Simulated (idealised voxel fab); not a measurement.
The process module presented herein is designated voxel double patterning.
The cross-section on display is named cut; it measures 295 nm wide, and its cells are 5 nm squares.
Bands, listed from the top down, are how a cross-section gets written in this document; the cross-section itself is a grid of square cells, and a band is one or more rows of them. Read a band's entry like this: the first values are the height of its top and the height of its bottom in nm, and what follows is the sequence of materials from left to right, each with its width in nm. Note that "blank" is empty space, and that a single material marked "all across" reaches across the band from edge to edge. Heights are expressed relative to 0, this being the level below which the as-received wafer comprises one material exclusively. The lowest band is unbounded in the downward direction and is denoted as in "0 down". The width entry "30 to 40" should be interpreted row by row: the top row of cells in the band takes the first number, the bottom row takes the second number, and the change between adjacent rows is uniform throughout. The designation "identical to before", where it is given for a processing step, indicates that no cell of the cross-section was altered in the course of that step. Under "Unvented internal voids" you'll find the enclosed gaps, the ones with no way out to the top, that are 8 cells or bigger; each reads width x height at distance, with distance counted from the left edge, everything in nm. Formally, on a step line, whatever follows the settings is a remark that the simulator itself makes on the step. A step's line can hold "overlay nm"; with a mask on that step, the setting says how far right of the planned place the mask lay, while a negative setting says it lay to the left.

SO HERE'S THE LINEUP OF PROCESS STEPS WE PLANNED
1 op RECEIVE | material Si
2 op CONFORMAL_DEP | material SiN | thk nm 5
3 op DIRECTIONAL_DEP | material SiO2 | thk nm 10
4 op DIRECTIONAL_DEP | material SiCN | thk nm 10
5 op MASKED_ETCH | tone open | mask id FIRST | width nm 15 | pitch nm 50 | etch materials SiCN | depth nm 10 | overlay nm 0
6 op PATTERN | tone open | mask id SECOND | material resist | width nm 15 | thk nm 15 | overlay nm 0
7 op DIRECTIONAL_ETCH | etch materials SiCN | depth nm 10
8 op STRIP | etch materials resist
9 op DIRECTIONAL_ETCH | etch materials SiO2 | depth nm 10
10 op STRIP | etch materials SiCN

WHAT FOLLOWS COVERS THE FIRST OF TWO WAFERS; IT RAN AS PLANNED

CROSS-SECTION OF THE WAFER AS IT CAME TO US, I.E., ALREADY THROUGH STEP 1
- 0 down | Si all across
- Unvented internal voids: none

HOW THE WAFER STANDS IN SECTION AFTER STEP 2
- 5 to 0 | SiN all across
- Anything lower than 0 is untouched.

HOW THE WAFER STANDS IN SECTION AFTER STEP 3
- 15 to 5 | SiO2 all across
- Anything lower than 5 is untouched.

HOW THE WAFER STANDS IN SECTION AFTER STEP 4
- 25 to 15 | SiCN all across
- Anything lower than 15 is untouched.

HOW THE WAFER STANDS IN SECTION AFTER STEP 5
- 25 to 15 | SiCN=115, blank=15, SiCN=35, blank=15, SiCN=115
- Anything lower than 15 is untouched.

HOW THE WAFER STANDS IN SECTION AFTER STEP 6
- 40 to 25 | resist=140, blank=15, resist=140
- 25 to 15 | SiCN=115, resist=15, SiCN=35, resist=15, SiCN=115
- Anything lower than 15 is untouched.

HOW THE WAFER STANDS IN SECTION AFTER STEP 7
- 40 to 25 | resist=140, blank=15, resist=140
- 25 to 15 | SiCN=115, resist=15, SiCN=10, blank=15, SiCN=10, resist=15, SiCN=115
- Anything lower than 15 is untouched.

HOW THE WAFER STANDS IN SECTION AFTER STEP 8
- 25 to 15 | SiCN=115, blank=15, SiCN=10, blank=15, SiCN=10, blank=15, SiCN=115
- Anything lower than 15 is untouched.

HOW THE WAFER STANDS IN SECTION AFTER STEP 9
- 25 to 15 | SiCN=115, blank=15, SiCN=10, blank=15, SiCN=10, blank=15, SiCN=115
- 15 to 5 | SiO2=115, blank=15, SiO2=10, blank=15, SiO2=10, blank=15, SiO2=115
- Anything lower than 5 is untouched.

HOW THE WAFER STANDS IN SECTION AFTER STEP 10
- 15 to 5 | SiO2=115, blank=15, SiO2=10, blank=15, SiO2=10, blank=15, SiO2=115
- Anything lower than 5 is untouched.

WHAT FOLLOWS CONCERNS THE SECOND WAFER, WHICH STARTED OUT LIKE THE FIRST AND WAS MEANT TO FOLLOW THE VERY SAME PLAN; ONE MISTAKE CREPT IN WHEN IT WAS RUN, BUT EVERYTHING UP TO AND INCLUDING STEP 5 IS THE SAME AS FOR THE FIRST WAFER

CROSS-SECTIONAL VIEW OF THE SECOND WAFER AT THE INTENDED END TIME OF PROCESS STEP 6
- 40 to 25 | blank=140, resist=15, blank=140
- Anything lower than 25 is untouched.

CROSS-SECTIONAL VIEW OF THE SECOND WAFER AT THE INTENDED END TIME OF PROCESS STEP 7
- 40 to 25 | blank=140, resist=15, blank=140
- 25 to 15 | blank=140, SiCN=15, blank=140
- Anything lower than 15 is untouched.

CROSS-SECTIONAL VIEW OF THE SECOND WAFER AT THE INTENDED END TIME OF PROCESS STEP 8
- 25 to 15 | blank=140, SiCN=15, blank=140
- Anything lower than 15 is untouched.

CROSS-SECTIONAL VIEW OF THE SECOND WAFER AT THE INTENDED END TIME OF PROCESS STEP 9
- 25 to 15 | blank=140, SiCN=15, blank=140
- 15 to 5 | blank=140, SiO2=15, blank=140
- Anything lower than 5 is untouched.

CROSS-SECTIONAL VIEW OF THE SECOND WAFER AT THE INTENDED END TIME OF PROCESS STEP 10
- 15 to 5 | blank=140, SiO2=15, blank=140
- Anything lower than 5 is untouched.
Plan not followed: step 6 deviated from plan and actually ran as op PATTERN | tone cover | mask id SECOND | material resist | width nm 15 | thk nm 15 | overlay nm 0
FYI, end of process, the second wafer has more or fewer cells of some materials than the first: -94 SiO2
